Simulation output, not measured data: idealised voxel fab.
process module | voxel ribs on slabs
cross-section cut | 170 nm wide | cells 5 nm
A cross-section is a grid of square cells, given in bands from the top down. A band is one or more rows of cells.
Each band's line starts with the height of the band's top and of its bottom, in nm. Then come its materials from left to right, each with its width in nm. One material with "throughout" fills the band from edge to edge. "air" is empty space.
Height 0 is the level under which the wafer as received is all one material. The lowest band goes on downwards, as in "0 down".
A width such as "30 to 40" changes by the same amount from each row of cells to the next, from the band's top row to its bottom row.
"no change" after a step means that no cell of the cross-section changed.
closed voids: empty space of 8 cells or more with no open way to the top, each as width x height at its distance from the left edge, in nm
after a step's settings: what the simulator itself notes on the step
overlay nm, on a step with a mask: how far to the right of its planned place the mask lay; to the left if negative
plan
1 op RECEIVE | material Si
2 op DIRECTIONAL_DEP | material SiO2 | thk nm 30
3 op DIRECTIONAL_DEP | material polySi | thk nm 25
4 op DIRECTIONAL_DEP | material aC | thk nm 10
5 op PATTERN | tone cover | mask id RIB | material resist | width nm 25 | thk nm 30 | overlay nm 0
6 op DIRECTIONAL_ETCH | etch materials aC | depth nm 10
7 op STRIP | etch materials resist
8 op DIRECTIONAL_ETCH | etch materials polySi | depth nm 10
9 op STRIP | etch materials aC
10 op MASKED_ETCH | tone cover | mask id SLAB | width nm 55 | etch materials polySi | depth nm 15 | overlay nm 0
11 op FILL_DEP | material SiO2 | thk nm 25
12 op CMP | height nm 75
13 op DIRECTIONAL_DEP | material W | thk nm 10
14 op DIRECTIONAL_DEP | material aC | thk nm 15
15 op PATTERN | tone cover | mask id HEATER | material resist | width nm 25 | thk nm 30 | overlay nm 0
16 op DIRECTIONAL_ETCH | etch materials aC | depth nm 15
17 op STRIP | etch materials resist
18 op DIRECTIONAL_ETCH | etch materials W | depth nm 10
19 op STRIP | etch materials aC
20 op CONFORMAL_DEP | material SiO2 | thk nm 5
varied across the wafers: width nm of step 15. The plan shows the first wafer's value. All wafers start alike
first wafer as received, after step 1
  0 down: Si throughout
  closed voids: none
first wafer at the end, after step 20
  90 to 85: air 65 | SiO2 35 | air 70
  85 to 80: air 65 | SiO2 5 | W 25 | SiO2 5 | air 70
  80 to 75: SiO2 70 | W 25 | SiO2 75
  75 to 55: SiO2 throughout
  55 to 45: SiO2 70 | polySi 25 | SiO2 75
  45 to 30: SiO2 55 | polySi 55 | SiO2 60
  30 to 0: SiO2 throughout
  0 down: Si throughout
  closed voids: none
last wafer at the end
  90 to 85: air 55 | SiO2 60 | air 55
  85 to 80: air 55 | SiO2 5 | W 50 | SiO2 5 | air 55
  80 to 75: SiO2 60 | W 50 | SiO2 60
  75 to 55: SiO2 throughout
  55 to 45: SiO2 70 | polySi 25 | SiO2 75
  45 to 30: SiO2 55 | polySi 55 | SiO2 60
  30 to 0: SiO2 throughout
  0 down: Si throughout
  closed voids: none
each wafer at the end: cells of each material gained (+) or lost (-) since it was received, then its closed voids
width nm 25 | +505 SiO2 | +10 W | +43 polySi | closed voids: none
width nm 30 | +505 SiO2 | +12 W | +43 polySi | closed voids: none
width nm 35 | +505 SiO2 | +14 W | +43 polySi | closed voids: none
width nm 40 | +505 SiO2 | +16 W | +43 polySi | closed voids: none
width nm 45 | +505 SiO2 | +18 W | +43 polySi | closed voids: none
width nm 50 | +505 SiO2 | +20 W | +43 polySi | closed voids: none
